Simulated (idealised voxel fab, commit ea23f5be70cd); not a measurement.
You're looking at the process module voxel fin reveal.
Shown is cross-section cut, with a width of 205 nm and square cells of size 5 nm.
Heads up, the way a cross-section reads in here is a grid of square cells, handed over as bands from the top down, with every band being one or more rows of cells. This entry defines a band. It first specifies the height of the band's top and the height of its bottom in nm, and then specifies the band's materials from left to right, stating each material with its width in nm. The word "full width" identifies a single material that fills the band from edge to edge, while the word "air" identifies empty space. Where do heights start? At 0: under that level the wafer as delivered is made of one material only. And the lowest band has no floor; it just carries on downward, as in "0 down". You'd read "30 to 40" like this: the band's top row of cells is as wide as the first number, its bottom row is as wide as the second, and going down, every row changes width by the same amount as the row before did. Where the words "all unchanged" appear for a step, the cross-section shows no cell changed by that step; every cell remained as before. "Closed void listing" lists enclosed empty spaces (at least 8 cells, no open path upward to the top), each as width x height at distance from the left edge, in nm. Heads up: the bit after the settings on a step's line is the simulator's remark on that step. The line of a step may include "overlay nm". On a step with a mask, this value is how far to the right of its planned place the mask lay. A negative value means the mask lay to the left.
**Below is the list of planned process steps**
1 RECEIVE with material Si
2 CONFORMAL_DEP with material SiN, thk nm 5
3 DIRECTIONAL_DEP with material aC, thk nm 10
4 PATTERN with tone cover, mask id FINS, material resist, width nm 15, pitch nm 40, thk nm 25, overlay nm 0
5 DIRECTIONAL_ETCH with etch materials aC, depth nm 10
6 STRIP with etch materials resist
7 DIRECTIONAL_ETCH with etch materials SiN, depth nm 5
8 DIRECTIONAL_ETCH with etch materials Si, depth nm 35
9 STRIP with etch materials aC
10 OXIDIZE with depth nm 5
11 FILL_DEP with material SiO2, thk nm 5
12 CMP with height nm 5
13 SELECTIVE_ETCH with etch materials SiO2, depth nm 15
14 STRIP with etch materials SiN
15 CONFORMAL_DEP with material SiO2, thk nm 5
**So this is the incoming wafer in cross-section - it's already been through step 1**
    0 down: Si full width
    Closed void listing: none
**End-of-module cross-section. Starting structure and process plan as above; one mistake made in running it**
    5 to 0: 30 nm air | 25 nm SiO2 | 15 nm air | 25 nm SiO2 | 15 nm air | 25 nm SiO2 | 15 nm air | 25 nm SiO2 | 30 nm air
    0 to -30: 30 nm air | 10 nm SiO2 | 5 nm Si | 10 nm SiO2 | 15 nm air | 10 nm SiO2 | 5 nm Si | 10 nm SiO2 | 15 nm air | 10 nm SiO2 | 5 nm Si | 10 nm SiO2 | 15 nm air | 10 nm SiO2 | 5 nm Si | 10 nm SiO2 | 30 nm air
    -30 to -40: 40 nm SiO2 | 5 nm Si | 35 nm SiO2 | 5 nm Si | 35 nm SiO2 | 5 nm Si | 35 nm SiO2 | 5 nm Si | 40 nm SiO2
    -40 down: Si full width
    Closed void listing: none
Error vs. plan: contrary to plan, step 11 was performed as FILL_DEP with material SiN, thk nm 5
